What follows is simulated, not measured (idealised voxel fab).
Process module, titled voxel self aligned vias
Each square cell in cross-section cut measures 5 nm, and the section as a whole is 230 nm wide.
A cross-section is written here as square cells arranged in a grid, and it is given in bands from the top down, each band taking up one or more rows of cells. For a band, the entry starts with two heights in nm, that of the top and then that of the bottom, and carries on with the band's materials in order from left to right, each alongside its width in nm; the word "all across" beside a single material means it fills the band edge to edge, and "blank" means empty space. Convention: height 0 is the level below which the wafer, as received, is all one material. The lowest band does not terminate at the bottom but continues downward, represented as "from 0 down". Graded width ("30->40"): value in top row of band = first number; value in bottom row = second number; row-to-row change constant. Key: "remained the same" - step with no changed cell in the cross-section. Empty spaces counting at least 8 cells and having no open way to the top are listed in "Listed closed voids". The notation width x height at distance is used for each, the distance being from the left edge and all three values in nm. Read whatever lies past the settings on a step's line as the simulator's own remark about the step. The optional step-line setting "overlay nm" applies to steps with a mask and quantifies how far to the right of its planned location the mask lay, a negative value indicating leftward placement.

Intended process steps
1: RECEIVE with material Si
2: CONFORMAL_DEP with material SiO2, thk nm 10
3: CONFORMAL_DEP with material SiCN, thk nm 5
4: DIRECTIONAL_DEP with material SiO2, thk nm 30
5: DIRECTIONAL_DEP with material aC, thk nm 15
6: PATTERN with tone open, mask id LINES, material resist, width nm 25, pitch nm 55, thk nm 30, overlay nm 0
7: DIRECTIONAL_ETCH with etch materials aC, depth nm 15
8: STRIP with etch materials resist
9: DIRECTIONAL_ETCH with etch materials SiO2, depth nm 30
10: STRIP with etch materials aC
11: CONFORMAL_DEP with material TiN, thk nm 5
12: FILL_DEP with material W, thk nm 5
13: CMP with height nm 45
14: SELECTIVE_ETCH with etch materials W Ru TiN, depth nm 10
15: FILL_DEP with material SiN, thk nm 5
16: CMP with height nm 45
17: DIRECTIONAL_DEP with material SiO2, thk nm 15
18: DIRECTIONAL_DEP with material aC, thk nm 10
19: PATTERN with tone open, mask id VIAS, material resist, width nm 35, pitch nm 55, thk nm 25, overlay nm 0
20: DIRECTIONAL_ETCH with etch materials aC, depth nm 10
21: STRIP with etch materials resist
22: DIRECTIONAL_ETCH with etch materials SiO2, depth nm 15
23: DIRECTIONAL_ETCH with etch materials SiN, depth nm 10
24: STRIP with etch materials aC
25: CONFORMAL_DEP with material TiN, thk nm 5
26: FILL_DEP with material Ru, thk nm 5
27: CMP with height nm 60
28: CONFORMAL_DEP with material SiCN, thk nm 5

First wafer out of two, processed as planned

Step 1 complete: cross-section of the wafer as received
from 0 down | Si all across
Listed closed voids: none

after step 2
from 10 to 0 | SiO2 all across
All layers under 0 are left as they were.

after step 3
from 15 to 10 | SiCN all across
All layers under 10 are left as they were.

after step 4
from 45 to 15 | SiO2 all across
All layers under 15 are left as they were.

after step 5
from 60 to 45 | aC all across
All layers under 45 are left as they were.

after step 6
from 90 to 60 | resist=45 / blank=25 / resist=30 / blank=25 / resist=30 / blank=25 / resist=50
All layers under 60 are left as they were.

after step 7
from 75 to 60 | resist=45 / blank=25 / resist=30 / blank=25 / resist=30 / blank=25 / resist=50
from 60 to 45 | aC=45 / blank=25 / aC=30 / blank=25 / aC=30 / blank=25 / aC=50
All layers under 45 are left as they were.

after step 8
from 60 to 45 | aC=45 / blank=25 / aC=30 / blank=25 / aC=30 / blank=25 / aC=50
All layers under 45 are left as they were.

after step 9
from 60 to 45 | aC=45 / blank=25 / aC=30 / blank=25 / aC=30 / blank=25 / aC=50
from 45 to 15 | SiO2=45 / blank=25 / SiO2=30 / blank=25 / SiO2=30 / blank=25 / SiO2=50
All layers under 15 are left as they were.

after step 10
from 45 to 15 | SiO2=45 / blank=25 / SiO2=30 / blank=25 / SiO2=30 / blank=25 / SiO2=50
All layers under 15 are left as they were.

after step 11
from 50 to 45 | TiN=50 / blank=15 / TiN=40 / blank=15 / TiN=40 / blank=15 / TiN=55
from 45 to 20 | SiO2=45 / TiN=5 / blank=15 / TiN=5 / SiO2=30 / TiN=5 / blank=15 / TiN=5 / SiO2=30 / TiN=5 / blank=15 / TiN=5 / SiO2=50
from 20 to 15 | SiO2=45 / TiN=25 / SiO2=30 / TiN=25 / SiO2=30 / TiN=25 / SiO2=50
All layers under 15 are left as they were.

after step 12
from 55 to 50 | W all across
from 50 to 45 | TiN=50 / W=15 / TiN=40 / W=15 / TiN=40 / W=15 / TiN=55
from 45 to 20 | SiO2=45 / TiN=5 / W=15 / TiN=5 / SiO2=30 / TiN=5 / W=15 / TiN=5 / SiO2=30 / TiN=5 / W=15 / TiN=5 / SiO2=50
All layers under 20 are left as they were.

after step 13
from 45 to 20 | SiO2=45 / TiN=5 / W=15 / TiN=5 / SiO2=30 / TiN=5 / W=15 / TiN=5 / SiO2=30 / TiN=5 / W=15 / TiN=5 / SiO2=50
All layers under 20 are left as they were.

after step 14
from 45 to 35 | SiO2=45 / blank=25 / SiO2=30 / blank=25 / SiO2=30 / blank=25 / SiO2=50
All layers under 35 are left as they were.

after step 15
from 50 to 45 | SiN all across
from 45 to 35 | SiO2=45 / SiN=25 / SiO2=30 / SiN=25 / SiO2=30 / SiN=25 / SiO2=50
All layers under 35 are left as they were.

after step 16
from 45 to 35 | SiO2=45 / SiN=25 / SiO2=30 / SiN=25 / SiO2=30 / SiN=25 / SiO2=50
All layers under 35 are left as they were.

after step 17
from 60 to 45 | SiO2 all across
All layers under 45 are left as they were.

after step 18
from 70 to 60 | aC all across
All layers under 60 are left as they were.

after step 19
from 95 to 70 | resist=40 / blank=35 / resist=20 / blank=35 / resist=20 / blank=35 / resist=45
All layers under 70 are left as they were.

after step 20
from 85 to 70 | resist=40 / blank=35 / resist=20 / blank=35 / resist=20 / blank=35 / resist=45
from 70 to 60 | aC=40 / blank=35 / aC=20 / blank=35 / aC=20 / blank=35 / aC=45
All layers under 60 are left as they were.

after step 21
from 70 to 60 | aC=40 / blank=35 / aC=20 / blank=35 / aC=20 / blank=35 / aC=45
All layers under 60 are left as they were.

after step 22
from 70 to 60 | aC=40 / blank=35 / aC=20 / blank=35 / aC=20 / blank=35 / aC=45
from 60 to 45 | SiO2=40 / blank=35 / SiO2=20 / blank=35 / SiO2=20 / blank=35 / SiO2=45
All layers under 45 are left as they were.

after step 23
from 70 to 60 | aC=40 / blank=35 / aC=20 / blank=35 / aC=20 / blank=35 / aC=45
from 60 to 45 | SiO2=40 / blank=35 / SiO2=20 / blank=35 / SiO2=20 / blank=35 / SiO2=45
from 45 to 35 | SiO2=45 / blank=25 / SiO2=30 / blank=25 / SiO2=30 / blank=25 / SiO2=50
All layers under 35 are left as they were.

after step 24
from 60 to 45 | SiO2=40 / blank=35 / SiO2=20 / blank=35 / SiO2=20 / blank=35 / SiO2=45
All layers under 45 are left as they were.

after step 25
from 65 to 60 | TiN=45 / blank=25 / TiN=30 / blank=25 / TiN=30 / blank=25 / TiN=50
from 60 to 50 | SiO2=40 / TiN=5 / blank=25 / TiN=5 / SiO2=20 / TiN=5 / blank=25 / TiN=5 / SiO2=20 / TiN=5 / blank=25 / TiN=5 / SiO2=45
from 50 to 40 | SiO2=40->45 / TiN=10->5 / blank=15 / TiN=10->5 / SiO2=20->30 / TiN=10->5 / blank=15 / TiN=10->5 / SiO2=20->30 / TiN=10->5 / blank=15 / TiN=10->5 / SiO2=45->50
from 40 to 35 | SiO2=45 / TiN=25 / SiO2=30 / TiN=25 / SiO2=30 / TiN=25 / SiO2=50
All layers under 35 are left as they were.

after step 26
from 70 to 65 | Ru all across
from 65 to 60 | TiN=45 / Ru=25 / TiN=30 / Ru=25 / TiN=30 / Ru=25 / TiN=50
from 60 to 50 | SiO2=40 / TiN=5 / Ru=25 / TiN=5 / SiO2=20 / TiN=5 / Ru=25 / TiN=5 / SiO2=20 / TiN=5 / Ru=25 / TiN=5 / SiO2=45
from 50 to 40 | SiO2=40->45 / TiN=10->5 / Ru=15 / TiN=10->5 / SiO2=20->30 / TiN=10->5 / Ru=15 / TiN=10->5 / SiO2=20->30 / TiN=10->5 / Ru=15 / TiN=10->5 / SiO2=45->50
All layers under 40 are left as they were.

after step 27
from 60 to 50 | SiO2=40 / TiN=5 / Ru=25 / TiN=5 / SiO2=20 / TiN=5 / Ru=25 / TiN=5 / SiO2=20 / TiN=5 / Ru=25 / TiN=5 / SiO2=45
All layers under 50 are left as they were.

after step 28
from 65 to 60 | SiCN all across
All layers under 60 are left as they were.

The Second Wafer: Common Origin and Plan, One Mistake in Execution, Identical to the First Through Step 2

Here is the second wafer in cross-section at the point where step 3 of the plan should have been done
from 40 to 0 | SiO2 all across
All layers under 0 are left as they were.

Here is the second wafer in cross-section at the point where step 4 of the plan should have been done
from 45 to 40 | SiCN all across
All layers under 40 are left as they were.

Here is the second wafer in cross-section at the point where step 5 of the plan should have been done
from 60 to 45 | aC all across
All layers under 45 are left as they were.

Here is the second wafer in cross-section at the point where step 6 of the plan should have been done
from 90 to 60 | resist=45 / blank=25 / resist=30 / blank=25 / resist=30 / blank=25 / resist=50
All layers under 60 are left as they were.

Here is the second wafer in cross-section at the point where step 7 of the plan should have been done
from 75 to 60 | resist=45 / blank=25 / resist=30 / blank=25 / resist=30 / blank=25 / resist=50
from 60 to 45 | aC=45 / blank=25 / aC=30 / blank=25 / aC=30 / blank=25 / aC=50
All layers under 45 are left as they were.

Here is the second wafer in cross-section at the point where step 8 of the plan should have been done
from 60 to 45 | aC=45 / blank=25 / aC=30 / blank=25 / aC=30 / blank=25 / aC=50
All layers under 45 are left as they were.

Here is the second wafer in cross-section at the point where step 9 of the plan should have been done: remained the same

Here is the second wafer in cross-section at the point where step 10 of the plan should have been done
from 45 to 40 | SiCN all across
All layers under 40 are left as they were.

Here is the second wafer in cross-section at the point where step 11 of the plan should have been done
from 50 to 45 | TiN all across
All layers under 45 are left as they were.

Here is the second wafer in cross-section at the point where step 12 of the plan should have been done
from 55 to 50 | W all across
All layers under 50 are left as they were.

Here is the second wafer in cross-section at the point where step 13 of the plan should have been done
from 45 to 40 | SiCN all across
All layers under 40 are left as they were.

Here is the second wafer in cross-section at the point where step 14 of the plan should have been done: remained the same

Here is the second wafer in cross-section at the point where step 15 of the plan should have been done
from 50 to 45 | SiN all across
All layers under 45 are left as they were.

Here is the second wafer in cross-section at the point where step 16 of the plan should have been done
from 45 to 40 | SiCN all across
All layers under 40 are left as they were.

Here is the second wafer in cross-section at the point where step 17 of the plan should have been done
from 60 to 45 | SiO2 all across
All layers under 45 are left as they were.

Here is the second wafer in cross-section at the point where step 18 of the plan should have been done
from 70 to 60 | aC all across
All layers under 60 are left as they were.

Here is the second wafer in cross-section at the point where step 19 of the plan should have been done
from 95 to 70 | resist=40 / blank=35 / resist=20 / blank=35 / resist=20 / blank=35 / resist=45
All layers under 70 are left as they were.

Here is the second wafer in cross-section at the point where step 20 of the plan should have been done
from 85 to 70 | resist=40 / blank=35 / resist=20 / blank=35 / resist=20 / blank=35 / resist=45
from 70 to 60 | aC=40 / blank=35 / aC=20 / blank=35 / aC=20 / blank=35 / aC=45
All layers under 60 are left as they were.

Here is the second wafer in cross-section at the point where step 21 of the plan should have been done
from 70 to 60 | aC=40 / blank=35 / aC=20 / blank=35 / aC=20 / blank=35 / aC=45
All layers under 60 are left as they were.

Here is the second wafer in cross-section at the point where step 22 of the plan should have been done
from 70 to 60 | aC=40 / blank=35 / aC=20 / blank=35 / aC=20 / blank=35 / aC=45
from 60 to 45 | SiO2=40 / blank=35 / SiO2=20 / blank=35 / SiO2=20 / blank=35 / SiO2=45
All layers under 45 are left as they were.

Here is the second wafer in cross-section at the point where step 23 of the plan should have been done: remained the same

Here is the second wafer in cross-section at the point where step 24 of the plan should have been done
from 60 to 45 | SiO2=40 / blank=35 / SiO2=20 / blank=35 / SiO2=20 / blank=35 / SiO2=45
All layers under 45 are left as they were.

Here is the second wafer in cross-section at the point where step 25 of the plan should have been done
from 65 to 60 | TiN=45 / blank=25 / TiN=30 / blank=25 / TiN=30 / blank=25 / TiN=50
from 60 to 50 | SiO2=40 / TiN=5 / blank=25 / TiN=5 / SiO2=20 / TiN=5 / blank=25 / TiN=5 / SiO2=20 / TiN=5 / blank=25 / TiN=5 / SiO2=45
from 50 to 45 | SiO2=40 / TiN=35 / SiO2=20 / TiN=35 / SiO2=20 / TiN=35 / SiO2=45
All layers under 45 are left as they were.

Here is the second wafer in cross-section at the point where step 26 of the plan should have been done
from 70 to 65 | Ru all across
from 65 to 60 | TiN=45 / Ru=25 / TiN=30 / Ru=25 / TiN=30 / Ru=25 / TiN=50
from 60 to 50 | SiO2=40 / TiN=5 / Ru=25 / TiN=5 / SiO2=20 / TiN=5 / Ru=25 / TiN=5 / SiO2=20 / TiN=5 / Ru=25 / TiN=5 / SiO2=45
All layers under 50 are left as they were.

Here is the second wafer in cross-section at the point where step 27 of the plan should have been done
from 60 to 50 | SiO2=40 / TiN=5 / Ru=25 / TiN=5 / SiO2=20 / TiN=5 / Ru=25 / TiN=5 / SiO2=20 / TiN=5 / Ru=25 / TiN=5 / SiO2=45
All layers under 50 are left as they were.

Here is the second wafer in cross-section at the point where step 28 of the plan should have been done
from 65 to 60 | SiCN all across
All layers under 60 are left as they were.
what went wrong: the run placed steps 3 and 4 each in the position the plan gave to the other
Final comparison by cell count, materials where the second wafer has more or fewer than the first: 18 fewer of Ru, 90 more of SiO2, 45 fewer of TiN, 27 fewer of W
